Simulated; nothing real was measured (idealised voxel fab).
The following is a process module called voxel self aligned vias.
The figure presents cross-section cut, which has a width of 220 nm and is divided into square cells with an edge length of 5 nm.
Cross-section format: a grid of square cells, given as bands from top to bottom; each band is one or more rows of cells.
Heights first: top, then bottom, in nm. Then materials, left to right, each with a width in nm. "all across" on a single material: fills the band edge to edge. "blank": empty space.
Heads up on the height convention: 0 is the point under which the incoming wafer is all one material, and the lowest band has no bottom, it just keeps going down, like "0 down".
It should be noted that a width expressed as "30..40" varies in equal increments from row to row of cells within the band, taking the value of the first number at the top row and that of the second number at the bottom row.
Given "nothing got changed" for a step, no cell of the cross-section differs between before and after that step.
For the entry "Voids, enclosed", the listed items are empty spaces with no open way to the top whose size is 8 cells or more; each item follows the pattern width x height at distance, where distance is from the left edge and all three are in nm.
It should be noted that, on the line of a given step, the content following the step's settings is a remark produced by the simulator itself with respect to that step.
On any step carrying a mask, the "overlay nm" setting, if present on the step's line, tells how far right of its planned place the mask lay; negative values point to the left.
-- Process steps foreseen in the plan
- 1: op RECEIVE | material Si
- 2: op CONFORMAL_DEP | material SiO2 | thk nm 10
- 3: op CONFORMAL_DEP | material SiCN | thk nm 5
- 4: op DIRECTIONAL_DEP | material SiO2 | thk nm 20
- 5: op MASKED_ETCH | tone open | mask id LINES | width nm 20 | pitch nm 60 | etch materials SiO2 | depth nm 20 | overlay nm 0
- 6: op CONFORMAL_DEP | material TiN | thk nm 5
- 7: op FILL_DEP | material W | thk nm 5
- 8: op CMP | height nm 35
- 9: op SELECTIVE_ETCH | etch materials W Ru TiN | depth nm 10
- 10: op FILL_DEP | material SiN | thk nm 5
- 11: op CMP | height nm 35
- 12: op DIRECTIONAL_DEP | material SiO2 | thk nm 15
- 13: op DIRECTIONAL_DEP | material aC | thk nm 15
- 14: op PATTERN | tone open | mask id VIAS | material resist | width nm 40 | pitch nm 120 | thk nm 30 | overlay nm 0
- 15: op DIRECTIONAL_ETCH | etch materials aC | depth nm 15
- 16: op STRIP | etch materials resist
- 17: op DIRECTIONAL_ETCH | etch materials SiO2 | depth nm 15
- 18: op DIRECTIONAL_ETCH | etch materials SiN | depth nm 10
- 19: op STRIP | etch materials aC
- 20: op CONFORMAL_DEP | material TiN | thk nm 5
- 21: op FILL_DEP | material W | thk nm 5
- 22: op CMP | height nm 50
- 23: op CONFORMAL_DEP | material SiCN | thk nm 5
-- Received-state cross-section, reflecting completion of step 1
0 down: Si all across
Voids, enclosed: none
-- Cross-sectional result after module completion. Note: starting condition and plan are unchanged from above; one processing mistake was made
55 to 50: SiCN all across
50 to 40: SiO2 25, TiN 5, W 40, TiN 5, SiO2 70, TiN 5, W 40, TiN 5, SiO2 25
40 to 35: SiO2 25, TiN 20, W 10, TiN 20, SiO2 70, TiN 20, W 10, TiN 20, SiO2 25
35 to 30: SiO2 40, TiN 5, W 10, TiN 5, SiO2 40, SiN 20, SiO2 40, TiN 5, W 10, TiN 5, SiO2 40
30 to 25: SiO2 40, TiN 20, SiO2 40, SiN 20, SiO2 40, TiN 20, SiO2 40
25 to 20: SiO2 40, TiN 5, W 10, TiN 5, SiO2 40, TiN 5, W 10, TiN 5, SiO2 40, TiN 5, W 10, TiN 5, SiO2 40
20 to 15: SiO2 40, TiN 20, SiO2 40, TiN 20, SiO2 40, TiN 20, SiO2 40
15 to 10: SiCN all across
10 to 0: SiO2 all across
0 down: Si all across
Voids, enclosed: none
What was done differently from what was planned? step 14 was processed under conditions differing from the plan, specifically as op PATTERN | tone open | mask id VIAS | material resist | width nm 50 | pitch nm 120 | thk nm 30 | overlay nm 0
